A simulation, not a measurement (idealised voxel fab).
You're looking at the process module voxel self aligned vias.
In the cross-section labelled cut, the width is 225 nm and each square cell is 5 nm.
Cross-section layout: square cells on a grid; listed as bands, top to bottom; a band spans one or more cell rows.
Per band: top height and bottom height in nm, followed by the left-to-right materials and their widths in nm; "everywhere" marks a single material spanning edge to edge, "air" marks empty space.
Height 0 is the level under which the wafer as received is all one material. The lowest band goes on downwards, as in "top 0, no bottom".
The width entry "30 to 40" should be interpreted row by row: the top row of cells in the band takes the first number, the bottom row takes the second number, and the change between adjacent rows is uniform throughout.
For the purposes of this document, the phrase "remained the same" attached to a step denotes that no cell within the cross-section was modified by that step.
Voids not open to the top, 8 cells minimum: see "Closed void register". Written width x height at distance; distance is from the left edge; nm.
Text after the settings on a step's line: the simulator's own remark on that step.
If you see "overlay nm" on a step's line and that step has a mask, it's telling you how far right of where it was planned the mask ended up; a negative number means it went left instead.

-- Planned process steps
1 RECEIVE [material Si]
2 CONFORMAL_DEP [material SiO2] [thk nm 15]
3 CONFORMAL_DEP [material SiCN] [thk nm 5]
4 DIRECTIONAL_DEP [material SiO2] [thk nm 20]
5 DIRECTIONAL_DEP [material aC] [thk nm 10]
6 PATTERN [tone open] [mask id LINES] [material resist] [width nm 20] [pitch nm 45] [thk nm 25] [overlay nm 0]
7 DIRECTIONAL_ETCH [etch materials aC] [depth nm 10]
8 STRIP [etch materials resist]
9 DIRECTIONAL_ETCH [etch materials SiO2] [depth nm 20]
10 STRIP [etch materials aC]
11 CONFORMAL_DEP [material TiN] [thk nm 5]
12 FILL_DEP [material Ru] [thk nm 10]
13 CMP [height nm 40]
14 SELECTIVE_ETCH [etch materials W Ru TiN] [depth nm 5]
15 FILL_DEP [material SiN] [thk nm 10]
16 CMP [height nm 40]
17 DIRECTIONAL_DEP [material SiO2] [thk nm 20]
18 MASKED_ETCH [tone open] [mask id VIAS] [width nm 30] [etch materials SiO2] [depth nm 20] [overlay nm 0]
19 MASKED_ETCH [tone open] [mask id VIAS] [width nm 30] [etch materials SiN] [depth nm 5] [overlay nm 0]
20 CONFORMAL_DEP [material TiN] [thk nm 5]
21 FILL_DEP [material Ru] [thk nm 5]
22 CMP [height nm 60]
23 CONFORMAL_DEP [material SiCN] [thk nm 5]

-- As-received wafer cross-section (after step 1)
- top 0, no bottom | Si everywhere
- Closed void register: none

-- The module was run from the start shown above using the plan shown above, but one mistake was made doing it; the resulting wafer cross-section is below
- top 65, bottom 60 | SiCN everywhere
- top 60, bottom 45 | SiO2 75 nm, TiN 5 nm, Ru 25 nm, TiN 5 nm, SiO2 115 nm
- top 45, bottom 40 | SiO2 75 nm, TiN 10 nm, Ru 10 nm, TiN 15 nm, SiO2 115 nm
- top 40, bottom 35 | SiO2 80 nm, TiN 20 nm, SiO2 25 nm, SiN 20 nm, SiO2 80 nm
- top 35, bottom 25 | SiO2 80 nm, TiN 5 nm, Ru 10 nm, TiN 5 nm, SiO2 25 nm, TiN 5 nm, Ru 10 nm, TiN 5 nm, SiO2 80 nm
- top 25, bottom 20 | SiO2 80 nm, TiN 20 nm, SiO2 25 nm, TiN 20 nm, SiO2 80 nm
- top 20, bottom 15 | SiCN everywhere
- top 15, bottom 0 | SiO2 everywhere
- top 0, no bottom | Si everywhere
- Closed void register: none
Where did the run depart from the plan? the process deviated at step 18: the operation and settings actually run there were MASKED_ETCH [tone open] [mask id VIAS] [width nm 35] [etch materials SiO2] [depth nm 20] [overlay nm 0]
